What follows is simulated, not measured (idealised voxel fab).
The process module presented herein is designated voxel capacitor over wiring.
FYI the section here is cut, 270 nm wide, cells are 5 nm squares.
Cross-section layout: square cells on a grid; listed as bands, top to bottom; a band spans one or more cell rows. First you get the band's top height and its bottom height, in nm, and then the materials it's made of, left to right, with each width in nm. If you see a single material with "full width", that one covers the band edge to edge. "air" is empty space. Note: height 0 marks the level under which the wafer is uniformly one material as received. Lowest band unbounded below, written "0 and below". A width such as "30 to 40" changes by the same amount from each row of cells to the next, from the band's top row to its bottom row. Take "remained unchanged" at face value: in the step it is given for, the cross-section changed in none of its cells. Basically, "Enclosed void listing" tells you about the enclosed voids: empty spaces with no open way to the top, 8 cells or bigger, each written width x height at distance, where distance is from the left edge, all in nm. Read whatever lies past the settings on a step's line as the simulator's own remark about the step. You can add "overlay nm" to a step's line. For a step with a mask, it describes how far the mask lay to the right of its planned position, and a negative number describes a lay to the left.

SO HERE'S THE LINEUP OF PROCESS STEPS WE PLANNED
step 1: RECEIVE [material Si]
step 2: CONFORMAL_DEP [material SiO2] [thk nm 15]
step 3: CONFORMAL_DEP [material SiCN] [thk nm 5]
step 4: DIRECTIONAL_DEP [material lowk] [thk nm 25]
step 5: MASKED_ETCH [tone open] [mask id METAL_1] [width nm 20] [pitch nm 90] [etch materials lowk] [depth nm 25] [overlay nm 0]
step 6: MASKED_ETCH [tone open] [mask id METAL_1] [width nm 20] [pitch nm 90] [etch materials SiCN] [depth nm 5] [overlay nm 0]
step 7: CONFORMAL_DEP [material TiN] [thk nm 5]
step 8: FILL_DEP [material W] [thk nm 5]
step 9: CMP [height nm 45]
step 10: CONFORMAL_DEP [material SiCN] [thk nm 5]
step 11: DIRECTIONAL_DEP [material lowk] [thk nm 20]
step 12: MASKED_ETCH [tone open] [mask id PLUG_1] [width nm 15] [etch materials lowk] [depth nm 20] [overlay nm 0]
step 13: MASKED_ETCH [tone open] [mask id PLUG_1] [width nm 15] [etch materials SiCN] [depth nm 5] [overlay nm 0]
step 14: CONFORMAL_DEP [material TiN] [thk nm 5]
step 15: FILL_DEP [material Ru] [thk nm 5]
step 16: CMP [height nm 70]
step 17: DIRECTIONAL_DEP [material TiN] [thk nm 10]
step 18: DIRECTIONAL_DEP [material HfO2] [thk nm 5]
step 19: DIRECTIONAL_DEP [material TiN] [thk nm 10]
step 20: MASKED_ETCH [tone cover] [mask id UPPER_PLATE] [width nm 75] [etch materials TiN] [depth nm 10] [overlay nm 0]
step 21: MASKED_ETCH [tone cover] [mask id UPPER_PLATE] [width nm 75] [etch materials HfO2] [depth nm 5] [overlay nm 0]
step 22: PATTERN [tone cover] [mask id LOWER_PLATE] [material resist] [width nm 85] [thk nm 15] [overlay nm 0]
step 23: DIRECTIONAL_ETCH [etch materials TiN] [depth nm 10]
step 24: STRIP [etch materials resist]
step 25: FILL_DEP [material SiO2] [thk nm 15]
step 26: CMP [height nm 105]
step 27: DIRECTIONAL_DEP [material aC] [thk nm 10]
step 28: PATTERN [tone open] [mask id PLUG_2] [material resist] [width nm 15] [thk nm 30] [overlay nm 0]
step 29: DIRECTIONAL_ETCH [etch materials aC] [depth nm 10]
step 30: STRIP [etch materials resist]
step 31: DIRECTIONAL_ETCH [etch materials SiO2] [depth nm 10]
step 32: STRIP [etch materials aC]
step 33: CONFORMAL_DEP [material TiN] [thk nm 5]
step 34: FILL_DEP [material Ru] [thk nm 5]
step 35: CMP [height nm 105]
step 36: CONFORMAL_DEP [material SiN] [thk nm 5]

THE CROSS-SECTION HERE SHOWS THE WAFER AS RECEIVED, I.E. IN ITS STATE AFTER STEP 1
> 0 and below  Si full width
> Enclosed void listing: none

CROSS-SECTION: FIRST OF TWO WAFERS, MODULE FINISHED, RUN ACCORDING TO PLAN
> 110 down to 105  SiN full width
> 105 down to 100  SiO2=95, TiN=5, Ru=5, TiN=5, SiO2=160
> 100 down to 95  SiO2=95, TiN=15, SiO2=160
> 95 down to 85  SiO2=85, TiN=75, SiO2=110
> 85 down to 80  SiO2=85, HfO2=75, SiO2=110
> 80 down to 70  SiO2=80, TiN=85, SiO2=105
> 70 down to 50  lowk=85, TiN=5, Ru=5, TiN=5, lowk=170
> 50 down to 45  SiCN=85, TiN=15, SiCN=170
> 45 down to 20  lowk=80, TiN=5, W=10, TiN=5, lowk=70, TiN=5, W=10, TiN=5, lowk=80
> 20 down to 15  SiCN=80, TiN=20, SiCN=70, TiN=20, SiCN=80
> 15 down to 0  SiO2 full width
> 0 and below  Si full width
> Enclosed void listing: none

CROSS-SECTION, SECOND WAFER: SAME START AS THE FIRST, SAME PLAN AS THE FIRST, ONE MISTAKE IN RUNNING IT; TAKEN AT THE END OF THE MODULE
> 110 down to 105  SiN full width
> 105 down to 100  SiO2=95, TiN=5, Ru=5, TiN=5, SiO2=160
> 100 down to 95  SiO2=95, TiN=15, SiO2=160
> 95 down to 85  SiO2=85, TiN=75, SiO2=110
> 85 down to 80  SiO2=85, HfO2=75, SiO2=110
> 80 down to 70  SiO2=80, TiN=85, SiO2=105
> 70 down to 50  lowk=85, TiN=5, Ru=5, TiN=5, lowk=170
> 50 down to 45  SiCN=85, TiN=15, SiCN=170
> 45 down to 40  TiN=85, W=10, TiN=80, W=10, TiN=85
> 40 down to 20  lowk=80, TiN=5, W=10, TiN=5, lowk=70, TiN=5, W=10, TiN=5, lowk=80
> 20 down to 15  lowk=80, TiN=20, lowk=70, TiN=20, lowk=80
> 15 down to 0  SiO2 full width
> 0 and below  Si full width
> Enclosed void listing: none
Finding, execution versus plan: step 3 of the plan did not run at all; it was left out
Per the end-of-run cell counts, the second wafer holds more or fewer of some materials than the first: SiCN: 46 fewer | TiN: 46 more
